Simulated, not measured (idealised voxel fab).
Process module name: voxel self aligned contacts
Displayed cross-section: cut, width of 170 nm, square cells sized 5 nm.
Heads up, the way a cross-section reads in here is a grid of square cells, handed over as bands from the top down, with every band being one or more rows of cells. Top, bottom (nm), then materials left to right with widths (nm); lone material tagged "all across" fills the whole band edge to edge; "blank" = empty space. All heights in this document are referenced to 0, defined as the level beneath which the wafer, as received, consists entirely of one material. The lowest band is not bounded below; it extends indefinitely downward and is written in the form "0..down". Graded width ("30..40"): value in top row of band = first number; value in bottom row = second number; row-to-row change constant. "remained unchanged" -> step changed no cross-section cell. Entry "Unvented internal voids". Content: empty spaces with no open connection to the top, size 8 cells or greater. Each: width x height at distance. Distance: from left edge. Unit: nm. after a step's settings: what the simulator itself notes on the step. "overlay nm", when on a step's line for a step with a mask, measures how far to the right of its planned place the mask lay; a negative measure means to the left.

**Process steps (planned)**
| 1 | RECEIVE [material Si] |
| 2 | OXIDIZE [depth nm 5] |
| 3 | DIRECTIONAL_DEP [material polySi] [thk nm 30] |
| 4 | DIRECTIONAL_DEP [material SiN] [thk nm 20] |
| 5 | PATTERN [tone cover] [mask id GATE] [material resist] [width nm 25] [pitch nm 50] [thk nm 20] [overlay nm 0] |
| 6 | DIRECTIONAL_ETCH [etch materials SiN] [depth nm 20] |
| 7 | DIRECTIONAL_ETCH [etch materials polySi] [depth nm 30] |
| 8 | STRIP [etch materials resist] |
| 9 | CONFORMAL_DEP [material SiN] [thk nm 5] |
| 10 | DIRECTIONAL_ETCH [etch materials SiN] [depth nm 5] |
| 11 | FILL_DEP [material SiO2] [thk nm 15] |
| 12 | CMP [height nm 55] |
| 13 | MASKED_ETCH [tone open] [mask id CONTACT] [width nm 35] [etch materials SiO2] [depth nm 60] [overlay nm 0] |
| 14 | CONFORMAL_DEP [material TiN] [thk nm 5] |
| 15 | FILL_DEP [material W] [thk nm 10] |
| 16 | CMP [height nm 55] |
| 17 | CONFORMAL_DEP [material SiCN] [thk nm 5] |

**First of two wafers, processed according to plan**

**Cross-section of the wafer upon arrival, representing the state reached after step 1**
> 0..down | Si all across
> Unvented internal voids: none

**after step 2**
> 0..-5 | SiO2 all across
> Heights below -5 show no change.

**after step 3**
> 30..0 | polySi all across
> Heights below 0 show no change.

**after step 4**
> 50..30 | SiN all across
> Heights below 30 show no change.

**after step 5**
> 70..50 | blank 45 / resist 25 / blank 25 / resist 25 / blank 50
> Heights below 50 show no change.

**after step 6**
> 70..50 | blank 45 / resist 25 / blank 25 / resist 25 / blank 50
> 50..30 | blank 45 / SiN 25 / blank 25 / SiN 25 / blank 50
> Heights below 30 show no change.

**after step 7**
> 70..50 | blank 45 / resist 25 / blank 25 / resist 25 / blank 50
> 50..30 | blank 45 / SiN 25 / blank 25 / SiN 25 / blank 50
> 30..0 | blank 45 / polySi 25 / blank 25 / polySi 25 / blank 50
> Heights below 0 show no change.

**after step 8**
> 50..30 | blank 45 / SiN 25 / blank 25 / SiN 25 / blank 50
> Heights below 30 show no change.

**after step 9**
> 55..30 | blank 40 / SiN 35 / blank 15 / SiN 35 / blank 45
> 30..5 | blank 40 / SiN 5 / polySi 25 / SiN 5 / blank 15 / SiN 5 / polySi 25 / SiN 5 / blank 45
> 5..0 | SiN 45 / polySi 25 / SiN 25 / polySi 25 / SiN 50
> Heights below 0 show no change.

**after step 10**
> 50..30 | blank 40 / SiN 35 / blank 15 / SiN 35 / blank 45
> 30..0 | blank 40 / SiN 5 / polySi 25 / SiN 5 / blank 15 / SiN 5 / polySi 25 / SiN 5 / blank 45
> Heights below 0 show no change.

**after step 11**
> 65..50 | SiO2 all across
> 50..30 | SiO2 40 / SiN 35 / SiO2 15 / SiN 35 / SiO2 45
> 30..0 | SiO2 40 / SiN 5 / polySi 25 / SiN 5 / SiO2 15 / SiN 5 / polySi 25 / SiN 5 / SiO2 45
> Heights below 0 show no change.

**after step 12**
> 55..50 | SiO2 all across
> Heights below 50 show no change.

**after step 13**
> 55..50 | SiO2 65 / blank 35 / SiO2 70
> 50..30 | SiO2 40 / SiN 35 / blank 15 / SiN 35 / SiO2 45
> 30..0 | SiO2 40 / SiN 5 / polySi 25 / SiN 5 / blank 15 / SiN 5 / polySi 25 / SiN 5 / SiO2 45
> 0..-5 | SiO2 75 / blank 15 / SiO2 80
> Heights below -5 show no change.

**after step 14**
> 60..55 | TiN 70 / blank 25 / TiN 75
> 55..50 | SiO2 65 / TiN 15 / blank 5 / TiN 15 / SiO2 70
> 50..30 | SiO2 40 / SiN 35 / TiN 5 / blank 5 / TiN 5 / SiN 35 / SiO2 45
> 30..0 | SiO2 40 / SiN 5 / polySi 25 / SiN 5 / TiN 5 / blank 5 / TiN 5 / SiN 5 / polySi 25 / SiN 5 / SiO2 45
> 0..-5 | SiO2 75 / TiN 15 / SiO2 80
> Heights below -5 show no change.

**after step 15**
> 70..60 | W all across
> 60..55 | TiN 70 / W 25 / TiN 75
> 55..50 | SiO2 65 / TiN 15 / W 5 / TiN 15 / SiO2 70
> 50..30 | SiO2 40 / SiN 35 / TiN 5 / W 5 / TiN 5 / SiN 35 / SiO2 45
> 30..0 | SiO2 40 / SiN 5 / polySi 25 / SiN 5 / TiN 5 / W 5 / TiN 5 / SiN 5 / polySi 25 / SiN 5 / SiO2 45
> Heights below 0 show no change.

**after step 16**
> 55..50 | SiO2 65 / TiN 15 / W 5 / TiN 15 / SiO2 70
> Heights below 50 show no change.

**after step 17**
> 60..55 | SiCN all across
> Heights below 55 show no change.

**Second wafer. Start and plan as for the first. One mistake made in running. Agrees with the first up to and including step 2**

**Here is the second wafer in cross-section at the point where step 3 of the plan should have been done**
> 60..0 | polySi all across
> Heights below 0 show no change.

**Here is the second wafer in cross-section at the point where step 4 of the plan should have been done**
> 80..60 | SiN all across
> Heights below 60 show no change.

**Here is the second wafer in cross-section at the point where step 5 of the plan should have been done**
> 100..80 | blank 45 / resist 25 / blank 25 / resist 25 / blank 50
> Heights below 80 show no change.

**Here is the second wafer in cross-section at the point where step 6 of the plan should have been done**
> 100..80 | blank 45 / resist 25 / blank 25 / resist 25 / blank 50
> 80..60 | blank 45 / SiN 25 / blank 25 / SiN 25 / blank 50
> Heights below 60 show no change.

**Here is the second wafer in cross-section at the point where step 7 of the plan should have been done**
> 100..80 | blank 45 / resist 25 / blank 25 / resist 25 / blank 50
> 80..60 | blank 45 / SiN 25 / blank 25 / SiN 25 / blank 50
> 60..30 | blank 45 / polySi 25 / blank 25 / polySi 25 / blank 50
> Heights below 30 show no change.

**Here is the second wafer in cross-section at the point where step 8 of the plan should have been done**
> 80..60 | blank 45 / SiN 25 / blank 25 / SiN 25 / blank 50
> Heights below 60 show no change.

**Here is the second wafer in cross-section at the point where step 9 of the plan should have been done**
> 85..60 | blank 40 / SiN 35 / blank 15 / SiN 35 / blank 45
> 60..35 | blank 40 / SiN 5 / polySi 25 / SiN 5 / blank 15 / SiN 5 / polySi 25 / SiN 5 / blank 45
> 35..30 | SiN 45 / polySi 25 / SiN 25 / polySi 25 / SiN 50
> Heights below 30 show no change.

**Here is the second wafer in cross-section at the point where step 10 of the plan should have been done**
> 80..60 | blank 40 / SiN 35 / blank 15 / SiN 35 / blank 45
> 60..30 | blank 40 / SiN 5 / polySi 25 / SiN 5 / blank 15 / SiN 5 / polySi 25 / SiN 5 / blank 45
> Heights below 30 show no change.

**Here is the second wafer in cross-section at the point where step 11 of the plan should have been done**
> 95..80 | SiO2 all across
> 80..60 | SiO2 40 / SiN 35 / SiO2 15 / SiN 35 / SiO2 45
> 60..30 | SiO2 40 / SiN 5 / polySi 25 / SiN 5 / SiO2 15 / SiN 5 / polySi 25 / SiN 5 / SiO2 45
> Heights below 30 show no change.

**Here is the second wafer in cross-section at the point where step 12 of the plan should have been done**
> 55..30 | SiO2 40 / SiN 5 / polySi 25 / SiN 5 / SiO2 15 / SiN 5 / polySi 25 / SiN 5 / SiO2 45
> Heights below 30 show no change.

**Here is the second wafer in cross-section at the point where step 13 of the plan should have been done**
> 55..30 | SiO2 40 / SiN 5 / polySi 25 / SiN 5 / blank 15 / SiN 5 / polySi 25 / SiN 5 / SiO2 45
> Heights below 30 show no change.

**Here is the second wafer in cross-section at the point where step 14 of the plan should have been done**
> 60..55 | TiN 80 / blank 5 / TiN 85
> 55..35 | SiO2 40 / SiN 5 / polySi 25 / SiN 5 / TiN 5 / blank 5 / TiN 5 / SiN 5 / polySi 25 / SiN 5 / SiO2 45
> 35..30 | SiO2 40 / SiN 5 / polySi 25 / SiN 5 / TiN 15 / SiN 5 / polySi 25 / SiN 5 / SiO2 45
> Heights below 30 show no change.

**Here is the second wafer in cross-section at the point where step 15 of the plan should have been done**
> 70..60 | W all across
> 60..55 | TiN 80 / W 5 / TiN 85
> 55..35 | SiO2 40 / SiN 5 / polySi 25 / SiN 5 / TiN 5 / W 5 / TiN 5 / SiN 5 / polySi 25 / SiN 5 / SiO2 45
> Heights below 35 show no change.

**Here is the second wafer in cross-section at the point where step 16 of the plan should have been done**
> 55..35 | SiO2 40 / SiN 5 / polySi 25 / SiN 5 / TiN 5 / W 5 / TiN 5 / SiN 5 / polySi 25 / SiN 5 / SiO2 45
> Heights below 35 show no change.

**Here is the second wafer in cross-section at the point where step 17 of the plan should have been done**
> 60..55 | SiCN all across
> Heights below 55 show no change.
It is concluded that the wafer was processed incorrectly with respect to the plan, in that plan step 3 was conducted twice
It is noted that, at the conclusion of processing, the second wafer exhibits a higher or lower cell count for certain materials relative to the first: 60 fewer of SiN, 109 fewer of SiO2, 18 fewer of TiN, 7 fewer of W, 194 more of polySi
